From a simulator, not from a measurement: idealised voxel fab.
process module | voxel trench capacitor
cross-section cut | 275 nm wide | cells 5 nm
A cross-section is a grid of square cells, given in bands from the top down. A band is one or more rows of cells.
Each band's line starts with the height of the band's top and of its bottom, in nm. Then come its materials from left to right, each with its width in nm. One material with "throughout" fills the band from edge to edge. "air" is empty space.
Height 0 is the level under which the wafer as received is all one material. The lowest band goes on downwards, as in "0 down".
A width such as "30 to 40" changes by the same amount from each row of cells to the next, from the band's top row to its bottom row.
"no change" after a step means that no cell of the cross-section changed.
closed voids: empty space of 8 cells or more with no open way to the top, each as width x height at its distance from the left edge, in nm
after a step's settings: what the simulator itself notes on the step
overlay nm, on a step with a mask: how far to the right of its planned place the mask lay; to the left if negative
plan
1 op RECEIVE | material Si
2 op CONFORMAL_DEP | material SiN | thk nm 10
3 op PATTERN | tone open | mask id TRENCH | material resist | width nm 25 | pitch nm 40 | thk nm 15 | overlay nm 0
4 op DIRECTIONAL_ETCH | etch materials SiN | depth nm 10
5 op DIRECTIONAL_ETCH | etch materials Si | depth nm 40
6 op STRIP | etch materials resist
7 op CONFORMAL_DEP | material Al2O3 | thk nm 5
8 op CONFORMAL_DEP | material TiN | thk nm 5
9 op FILL_DEP | material W | thk nm 10
10 op CMP | height nm 10
first wafer, as planned
as received, after step 1
  0 down: Si throughout
  closed voids: none
after step 2
  10 to 0: SiN throughout
  below 0: unchanged
after step 3
  25 to 10: resist 85 | air 25 | resist 15 | air 25 | resist 15 | air 25 | resist 85
  below 10: unchanged
after step 4
  25 to 10: resist 85 | air 25 | resist 15 | air 25 | resist 15 | air 25 | resist 85
  10 to 0: SiN 85 | air 25 | SiN 15 | air 25 | SiN 15 | air 25 | SiN 85
  below 0: unchanged
after step 5
  25 to 10: resist 85 | air 25 | resist 15 | air 25 | resist 15 | air 25 | resist 85
  10 to 0: SiN 85 | air 25 | SiN 15 | air 25 | SiN 15 | air 25 | SiN 85
  0 to -40: Si 85 | air 25 | Si 15 | air 25 | Si 15 | air 25 | Si 85
  below -40: unchanged
after step 6
  10 to 0: SiN 85 | air 25 | SiN 15 | air 25 | SiN 15 | air 25 | SiN 85
  below 0: unchanged
after step 7
  15 to 10: Al2O3 90 | air 15 | Al2O3 25 | air 15 | Al2O3 25 | air 15 | Al2O3 90
  10 to 0: SiN 85 | Al2O3 5 | air 15 | Al2O3 5 | SiN 15 | Al2O3 5 | air 15 | Al2O3 5 | SiN 15 | Al2O3 5 | air 15 | Al2O3 5 | SiN 85
  0 to -35: Si 85 | Al2O3 5 | air 15 | Al2O3 5 | Si 15 | Al2O3 5 | air 15 | Al2O3 5 | Si 15 | Al2O3 5 | air 15 | Al2O3 5 | Si 85
  -35 to -40: Si 85 | Al2O3 25 | Si 15 | Al2O3 25 | Si 15 | Al2O3 25 | Si 85
  below -40: unchanged
after step 8
  20 to 15: TiN 95 | air 5 | TiN 35 | air 5 | TiN 35 | air 5 | TiN 95
  15 to 10: Al2O3 90 | TiN 5 | air 5 | TiN 5 | Al2O3 25 | TiN 5 | air 5 | TiN 5 | Al2O3 25 | TiN 5 | air 5 | TiN 5 | Al2O3 90
  10 to 0: SiN 85 | Al2O3 5 | TiN 5 | air 5 | TiN 5 | Al2O3 5 | SiN 15 | Al2O3 5 | TiN 5 | air 5 | TiN 5 | Al2O3 5 | SiN 15 | Al2O3 5 | TiN 5 | air 5 | TiN 5 | Al2O3 5 | SiN 85
  0 to -30: Si 85 | Al2O3 5 | TiN 5 | air 5 | TiN 5 | Al2O3 5 | Si 15 | Al2O3 5 | TiN 5 | air 5 | TiN 5 | Al2O3 5 | Si 15 | Al2O3 5 | TiN 5 | air 5 | TiN 5 | Al2O3 5 | Si 85
  -30 to -35: Si 85 | Al2O3 5 | TiN 15 | Al2O3 5 | Si 15 | Al2O3 5 | TiN 15 | Al2O3 5 | Si 15 | Al2O3 5 | TiN 15 | Al2O3 5 | Si 85
  below -35: unchanged
after step 9
  30 to 20: W throughout
  20 to 15: TiN 95 | W 5 | TiN 35 | W 5 | TiN 35 | W 5 | TiN 95
  15 to 10: Al2O3 90 | TiN 5 | W 5 | TiN 5 | Al2O3 25 | TiN 5 | W 5 | TiN 5 | Al2O3 25 | TiN 5 | W 5 | TiN 5 | Al2O3 90
  10 to 0: SiN 85 | Al2O3 5 | TiN 5 | W 5 | TiN 5 | Al2O3 5 | SiN 15 | Al2O3 5 | TiN 5 | W 5 | TiN 5 | Al2O3 5 | SiN 15 | Al2O3 5 | TiN 5 | W 5 | TiN 5 | Al2O3 5 | SiN 85
  0 to -30: Si 85 | Al2O3 5 | TiN 5 | W 5 | TiN 5 | Al2O3 5 | Si 15 | Al2O3 5 | TiN 5 | W 5 | TiN 5 | Al2O3 5 | Si 15 | Al2O3 5 | TiN 5 | W 5 | TiN 5 | Al2O3 5 | Si 85
  below -30: unchanged
after step 10
  10 to 0: SiN 85 | Al2O3 5 | TiN 5 | W 5 | TiN 5 | Al2O3 5 | SiN 15 | Al2O3 5 | TiN 5 | W 5 | TiN 5 | Al2O3 5 | SiN 15 | Al2O3 5 | TiN 5 | W 5 | TiN 5 | Al2O3 5 | SiN 85
  below 0: unchanged
second wafer: like start, like plan, one mistake. Through step 2 it matches the first wafer
when step 3 should have ended
  25 to 10: resist 90 | air 15 | resist 25 | air 15 | resist 25 | air 15 | resist 90
  below 10: unchanged
when step 4 should have ended
  25 to 10: resist 90 | air 15 | resist 25 | air 15 | resist 25 | air 15 | resist 90
  10 to 0: SiN 90 | air 15 | SiN 25 | air 15 | SiN 25 | air 15 | SiN 90
  below 0: unchanged
when step 5 should have ended
  25 to 10: resist 90 | air 15 | resist 25 | air 15 | resist 25 | air 15 | resist 90
  10 to 0: SiN 90 | air 15 | SiN 25 | air 15 | SiN 25 | air 15 | SiN 90
  0 to -40: Si 90 | air 15 | Si 25 | air 15 | Si 25 | air 15 | Si 90
  below -40: unchanged
when step 6 should have ended
  10 to 0: SiN 90 | air 15 | SiN 25 | air 15 | SiN 25 | air 15 | SiN 90
  below 0: unchanged
when step 7 should have ended
  15 to 10: Al2O3 95 | air 5 | Al2O3 35 | air 5 | Al2O3 35 | air 5 | Al2O3 95
  10 to 0: SiN 90 | Al2O3 5 | air 5 | Al2O3 5 | SiN 25 | Al2O3 5 | air 5 | Al2O3 5 | SiN 25 | Al2O3 5 | air 5 | Al2O3 5 | SiN 90
  0 to -35: Si 90 | Al2O3 5 | air 5 | Al2O3 5 | Si 25 | Al2O3 5 | air 5 | Al2O3 5 | Si 25 | Al2O3 5 | air 5 | Al2O3 5 | Si 90
  -35 to -40: Si 90 | Al2O3 15 | Si 25 | Al2O3 15 | Si 25 | Al2O3 15 | Si 90
  below -40: unchanged
when step 8 should have ended
  20 to 15: TiN throughout
  15 to 10: Al2O3 95 | TiN 5 | Al2O3 35 | TiN 5 | Al2O3 35 | TiN 5 | Al2O3 95
  10 to 0: SiN 90 | Al2O3 5 | TiN 5 | Al2O3 5 | SiN 25 | Al2O3 5 | TiN 5 | Al2O3 5 | SiN 25 | Al2O3 5 | TiN 5 | Al2O3 5 | SiN 90
  0 to -35: Si 90 | Al2O3 5 | TiN 5 | Al2O3 5 | Si 25 | Al2O3 5 | TiN 5 | Al2O3 5 | Si 25 | Al2O3 5 | TiN 5 | Al2O3 5 | Si 90
  below -35: unchanged
when step 9 should have ended
  30 to 20: W throughout
  below 20: unchanged
when step 10 should have ended
  10 to 0: SiN 90 | Al2O3 5 | TiN 5 | Al2O3 5 | SiN 25 | Al2O3 5 | TiN 5 | Al2O3 5 | SiN 25 | Al2O3 5 | TiN 5 | Al2O3 5 | SiN 90
  below 0: unchanged
what went wrong: step 3 ran as: op PATTERN | tone open | mask id TRENCH | material resist | width nm 15 | pitch nm 40 | thk nm 15 | overlay nm 0
at the end the second wafer has, in cells: 6 fewer of Al2O3 | 48 more of Si | 12 more of SiN | 30 fewer of TiN | 24 fewer of W
